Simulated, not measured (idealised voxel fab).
The following is a process module called voxel transistor to metal.
It is cross-section cut that appears here, measuring 195 nm in width, its square cells being 5 nm in size.
Notation: cross-section as square-cell grid; stated in bands, top first, going down; one or more cell rows per band. Band: top and bottom heights (nm) first, top before bottom; then materials from left to right, widths in nm. "everywhere" marks a sole material filling the band edge to edge. "empty" denotes empty space. Ref level 0: as-received wafer is one material below here. Bottom band extends down with no lower bound ("from 0 down"). You'd read "30..40" like this: the band's top row of cells is as wide as the first number, its bottom row is as wide as the second, and going down, every row changes width by the same amount as the row before did. Any step labelled "left unchanged" changed none of the cells in the cross-section. Closed-off voids of 8+ cells (no open route to the top) go in "Fully sealed voids", written width x height at distance from the left edge, in nm. On a step's line, text after the settings is the simulator commenting on that step. Regarding "overlay nm": on a step with a mask, it is the distance the mask lay to the right of its planned place; a negative value places it to the left.
## The following list gives the planned process steps
1. op RECEIVE | material Si
2. op OXIDIZE | depth nm 5
3. op CONFORMAL_DEP | material SiN | thk nm 15
4. op MASKED_ETCH | tone cover | mask id ACTIVE | width nm 100 | etch materials SiN | depth nm 15 | overlay nm 0
5. op MASKED_ETCH | tone cover | mask id ACTIVE | width nm 100 | etch materials SiO2 | depth nm 5 | overlay nm 0
6. op MASKED_ETCH | tone cover | mask id ACTIVE | width nm 100 | etch materials Si | depth nm 35 | overlay nm 0
7. op OXIDIZE | depth nm 5
8. op FILL_DEP | material SiO2 | thk nm 10
9. op CMP | height nm 15
10. op SELECTIVE_ETCH | etch materials SiO2 | depth nm 5
11. op STRIP | etch materials SiN
12. op SELECTIVE_ETCH | etch materials SiO2 | depth nm 5
13. op OXIDIZE | depth nm 5
14. op DIRECTIONAL_DEP | material polySi | thk nm 20
15. op DIRECTIONAL_DEP | material SiCN | thk nm 15
16. op PATTERN | tone cover | mask id GATE | material resist | width nm 20 | thk nm 20 | overlay nm 0
17. op DIRECTIONAL_ETCH | etch materials SiCN | depth nm 25
18. op DIRECTIONAL_ETCH | etch materials polySi | depth nm 30
19. op STRIP | etch materials resist
20. op CONFORMAL_DEP | material SiO2 | thk nm 5
21. op DIRECTIONAL_ETCH | etch materials SiO2 | depth nm 5
22. op CONFORMAL_DEP | material SiN | thk nm 10
23. op DIRECTIONAL_ETCH | etch materials SiN | depth nm 10
24. op DIRECTIONAL_ETCH | etch materials SiO2 | depth nm 5
25. op EPI | material nSi | thk nm 5
26. op FILL_DEP | material SiO2 | thk nm 5
27. op CMP | height nm 30
28. op DIRECTIONAL_DEP | material SiO2 | thk nm 15
29. op MASKED_ETCH | tone open | mask id CONTACT | width nm 25 | pitch nm 55 | etch materials SiO2 | depth nm 50 | overlay nm 0
30. op CONFORMAL_DEP | material TiN | thk nm 5
31. op FILL_DEP | material W | thk nm 5
32. op CMP | height nm 45
33. op DIRECTIONAL_DEP | material TiN | thk nm 5
34. op DIRECTIONAL_DEP | material Ru | thk nm 15
35. op DIRECTIONAL_DEP | material aC | thk nm 10
36. op PATTERN | tone cover | mask id METAL_1 | material resist | width nm 15 | pitch nm 65 | thk nm 30 | overlay nm -15
37. op DIRECTIONAL_ETCH | etch materials aC | depth nm 10
38. op STRIP | etch materials resist
39. op DIRECTIONAL_ETCH | etch materials Ru | depth nm 15
40. op DIRECTIONAL_ETCH | etch materials TiN | depth nm 5
41. op STRIP | etch materials aC
42. op CONFORMAL_DEP | material SiCN | thk nm 5
43. op FILL_DEP | material lowk | thk nm 5
44. op CMP | height nm 65
45. op CONFORMAL_DEP | material SiN | thk nm 5
What sets these wafers apart? The overlay nm at step 36. They all start alike, and the plan carries the first wafer's value.
## First of several wafers (as received, post step 1), cross-sectional view
from 0 down | Si everywhere
Fully sealed voids: none
## At the end of the module, after its last step, step 45, the first of several wafers appears in cross-section as follows
from 70 to 65 | SiN everywhere
from 65 to 50 | lowk: 35; SiCN: 5; Ru: 15; SiCN: 5; lowk: 40; SiCN: 5; Ru: 15; SiCN: 5; lowk: 70
from 50 to 45 | SiCN: 40; TiN: 15; SiCN: 50; TiN: 15; SiCN: 75
from 45 to 35 | SiO2: 55; TiN: 5; W: 15; TiN: 5; SiO2: 30; TiN: 5; W: 15; TiN: 5; SiO2: 60
from 35 to 30 | SiO2: 55; TiN: 5; W: 5; TiN: 15; SiO2: 30; TiN: 15; W: 5; TiN: 5; SiO2: 60
from 30 to 15 | SiO2: 55; TiN: 5; W: 5; TiN: 5; SiN: 10; SiO2: 5; SiCN: 20; SiO2: 5; SiN: 10; TiN: 5; W: 5; TiN: 5; SiO2: 60
from 15 to 5 | SiO2: 55; TiN: 5; W: 5; TiN: 5; SiN: 10; SiO2: 5; polySi: 20; SiO2: 5; SiN: 10; TiN: 5; W: 5; TiN: 5; SiO2: 60
from 5 to 0 | SiO2: 45; SiN: 10; TiN: 5; W: 5; TiN: 5; SiN: 10; SiO2: 5; polySi: 20; SiO2: 5; SiN: 10; TiN: 5; W: 5; TiN: 5; SiN: 10; SiO2: 50
from 0 to -5 | SiO2: 45; SiN: 10; TiN: 15; SiN: 10; SiO2: 5; polySi: 20; SiO2: 5; SiN: 10; TiN: 15; SiN: 10; SiO2: 50
from -5 to -10 | SiO2: 55; nSi: 15; SiO2: 50; nSi: 15; SiO2: 60
from -10 to -45 | SiO2: 50; Si: 90; SiO2: 55
from -45 down | Si everywhere
Fully sealed voids: none
## Here we cross-sectioned the last of the wafers once the module was done
from 70 to 65 | SiN everywhere
from 65 to 50 | lowk: 65; SiCN: 5; Ru: 15; SiCN: 5; lowk: 40; SiCN: 5; Ru: 15; SiCN: 5; lowk: 40
from 50 to 45 | SiCN: 70; TiN: 15; SiCN: 50; TiN: 15; SiCN: 45
from 45 to 35 | SiO2: 55; TiN: 5; W: 15; TiN: 5; SiO2: 30; TiN: 5; W: 15; TiN: 5; SiO2: 60
from 35 to 30 | SiO2: 55; TiN: 5; W: 5; TiN: 15; SiO2: 30; TiN: 15; W: 5; TiN: 5; SiO2: 60
from 30 to 15 | SiO2: 55; TiN: 5; W: 5; TiN: 5; SiN: 10; SiO2: 5; SiCN: 20; SiO2: 5; SiN: 10; TiN: 5; W: 5; TiN: 5; SiO2: 60
from 15 to 5 | SiO2: 55; TiN: 5; W: 5; TiN: 5; SiN: 10; SiO2: 5; polySi: 20; SiO2: 5; SiN: 10; TiN: 5; W: 5; TiN: 5; SiO2: 60
from 5 to 0 | SiO2: 45; SiN: 10; TiN: 5; W: 5; TiN: 5; SiN: 10; SiO2: 5; polySi: 20; SiO2: 5; SiN: 10; TiN: 5; W: 5; TiN: 5; SiN: 10; SiO2: 50
from 0 to -5 | SiO2: 45; SiN: 10; TiN: 15; SiN: 10; SiO2: 5; polySi: 20; SiO2: 5; SiN: 10; TiN: 15; SiN: 10; SiO2: 50
from -5 to -10 | SiO2: 55; nSi: 15; SiO2: 50; nSi: 15; SiO2: 60
from -10 to -45 | SiO2: 50; Si: 90; SiO2: 55
from -45 down | Si everywhere
Fully sealed voids: none
## What follows is a table in which each wafer occupies a row; for the wafer as it stands at the close of the module, the row states, material by material, how many cells have been gained (+) or lost (-) since receipt, and then gives its closed voids
overlay nm -15 | +18 Ru | -225 Si | +57 SiCN | +75 SiN | +434 SiO2 | +52 TiN | +26 W | +87 lowk | +6 nSi | +16 polySi | Fully sealed voids: none
overlay nm -10 | +18 Ru | -225 Si | +57 SiCN | +75 SiN | +434 SiO2 | +52 TiN | +26 W | +87 lowk | +6 nSi | +16 polySi | Fully sealed voids: none
overlay nm -5 | +18 Ru | -225 Si | +57 SiCN | +75 SiN | +434 SiO2 | +52 TiN | +26 W | +87 lowk | +6 nSi | +16 polySi | Fully sealed voids: none
overlay nm 0 | +18 Ru | -225 Si | +57 SiCN | +75 SiN | +434 SiO2 | +52 TiN | +26 W | +87 lowk | +6 nSi | +16 polySi | Fully sealed voids: none
overlay nm 5 | +18 Ru | -225 Si | +57 SiCN | +75 SiN | +434 SiO2 | +52 TiN | +26 W | +87 lowk | +6 nSi | +16 polySi | Fully sealed voids: none
overlay nm 10 | +18 Ru | -225 Si | +57 SiCN | +75 SiN | +434 SiO2 | +52 TiN | +26 W | +87 lowk | +6 nSi | +16 polySi | Fully sealed voids: none
overlay nm 15 | +18 Ru | -225 Si | +57 SiCN | +75 SiN | +434 SiO2 | +52 TiN | +26 W | +87 lowk | +6 nSi | +16 polySi | Fully sealed voids: none
